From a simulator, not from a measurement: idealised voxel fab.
The document below concerns the process module designated voxel plated lines.
Cross-sectional view cut (width: 270 nm; square cell size: 5 nm).
Reading order for cross-sections: top band down to bottom band. Underlying form: a grid of square cells. Band size: one or more rows of cells.
Heights first: top, then bottom, in nm. Then materials, left to right, each with a width in nm. "full width" on a single material: fills the band edge to edge. "empty": empty space.
Convention: height 0 is the level below which the wafer, as received, is all one material. The lowest band does not terminate at the bottom but continues downward, represented as "0..down".
With a width like "30 to 40", each row of cells in the band differs from the next by the same amount, the top row carrying the first number and the bottom row the second.
What does "no modifications" mean for a step? It means no cell of the cross-section changed in that step.
"Internal closed voids" means: voids of 8 cells or more that are shut off from the top with no open way through. Written width x height at distance, distance from the left edge, in nm.
Where a step's line continues beyond its settings, the continuation is a remark by the simulator itself on that step.
"overlay nm", when on a step's line for a step with a mask, measures how far to the right of its planned place the mask lay; a negative measure means to the left.

Process steps foreseen in the plan
step 1: RECEIVE (material Si)
step 2: CONFORMAL_DEP (material SiO2; thk nm 15)
step 3: DIRECTIONAL_DEP (material TiN; thk nm 5)
step 4: PATTERN (tone open; mask id LINES; material resist; width nm 15; pitch nm 35; thk nm 15; overlay nm 0)
step 5: EPI (material Ru; thk nm 10)
step 6: STRIP (etch materials resist)
step 7: DIRECTIONAL_ETCH (etch materials TiN; depth nm 5)
step 8: CONFORMAL_DEP (material SiO2; thk nm 10)

So this is the incoming wafer in cross-section - it's already been through step 1
> 0..down = Si full width
> Internal closed voids: none

This is how the wafer looks in cross-section once the module is done, given the starting state and plan above and one mistake in carrying the plan out
> 40..30 = empty 70, SiO2 105, empty 95
> 30..25 = empty 70, SiO2 10, Ru 15, SiO2 20, Ru 15, SiO2 20, Ru 15, SiO2 10, empty 95
> 25..20 = SiO2 80, Ru 15, SiO2 20, Ru 15, SiO2 20, Ru 15, SiO2 105
> 20..15 = SiO2 80, TiN 15, SiO2 20, TiN 15, SiO2 20, TiN 15, SiO2 105
> 15..0 = SiO2 full width
> 0..down = Si full width
> Internal closed voids: none
what went wrong: not per plan at step 4, really ran PATTERN (tone open; mask id LINES; material resist; width nm 15; pitch nm 35; thk nm 15; overlay nm -10)
